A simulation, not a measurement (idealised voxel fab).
Process module under the name voxel spacer lines
The figure presents cross-section cut, which has a width of 250 nm and is divided into square cells with an edge length of 5 nm.
This document writes a cross-section as a grid whose cells are square, and gives it as bands, listed from the top down; one or more rows of cells form a band. Top height, bottom height, nm. Materials left to right, width each, nm. Single material + "full width" = fills band edge to edge. "blank" = empty. Heights are measured from 0, the level below which the as-received wafer is all one material; the lowest band has no bottom and continues downward, written as in "top 0, no bottom". It should be noted that a width expressed as "30 to 40" varies in equal increments from row to row of cells within the band, taking the value of the first number at the top row and that of the second number at the bottom row. Reading "nothing different" for a step: not a cell of the cross-section changed in it. For the entry "Encapsulated voids", the listed items are empty spaces with no open way to the top whose size is 8 cells or more; each item follows the pattern width x height at distance, where distance is from the left edge and all three are in nm. On a step's line, text after the settings is the simulator commenting on that step. The optional step-line setting "overlay nm" applies to steps with a mask and quantifies how far to the right of its planned location the mask lay, a negative value indicating leftward placement.

## Planned step list for the process
step 1: RECEIVE,material Si
step 2: CONFORMAL_DEP,material Al2O3,thk nm 5
step 3: DIRECTIONAL_DEP,material W,thk nm 10
step 4: DIRECTIONAL_DEP,material polySi,thk nm 20
step 5: PATTERN,tone cover,mask id MANDREL,material resist,width nm 20,pitch nm 60,thk nm 25,overlay nm 0
step 6: DIRECTIONAL_ETCH,etch materials polySi,depth nm 20
step 7: STRIP,etch materials resist
step 8: CONFORMAL_DEP,material SiO2,thk nm 10
step 9: DIRECTIONAL_ETCH,etch materials SiO2,depth nm 10
step 10: STRIP,etch materials polySi
step 11: DIRECTIONAL_ETCH,etch materials W,depth nm 10
step 12: STRIP,etch materials SiO2

## Shown in cross-section is the wafer as received, that is, as it stands after step 1
- top 0, no bottom | Si full width
- Encapsulated voids: none

## first wafer at the end, as planned
- top 15, bottom 5 | blank=75 / W=10 / blank=20 / W=10 / blank=20 / W=10 / blank=20 / W=10 / blank=75
- top 5, bottom 0 | Al2O3 full width
- top 0, no bottom | Si full width
- Encapsulated voids: none

## So this is wafer number two of the two, cut at the end of the module - it started where the first did and had the same plan, we just got one thing wrong running it
- top 10, bottom 0 | blank=75 / W=10 / blank=20 / W=10 / blank=20 / W=10 / blank=20 / W=10 / blank=75
- top 0, no bottom | Si full width
- Encapsulated voids: none
Here's what went sideways: step 2 in the plan did not get run; it was skipped
In the final state, the cell counts of the second wafer exceed or fall short of those of the first for the following materials: Al2O3: 50 fewer
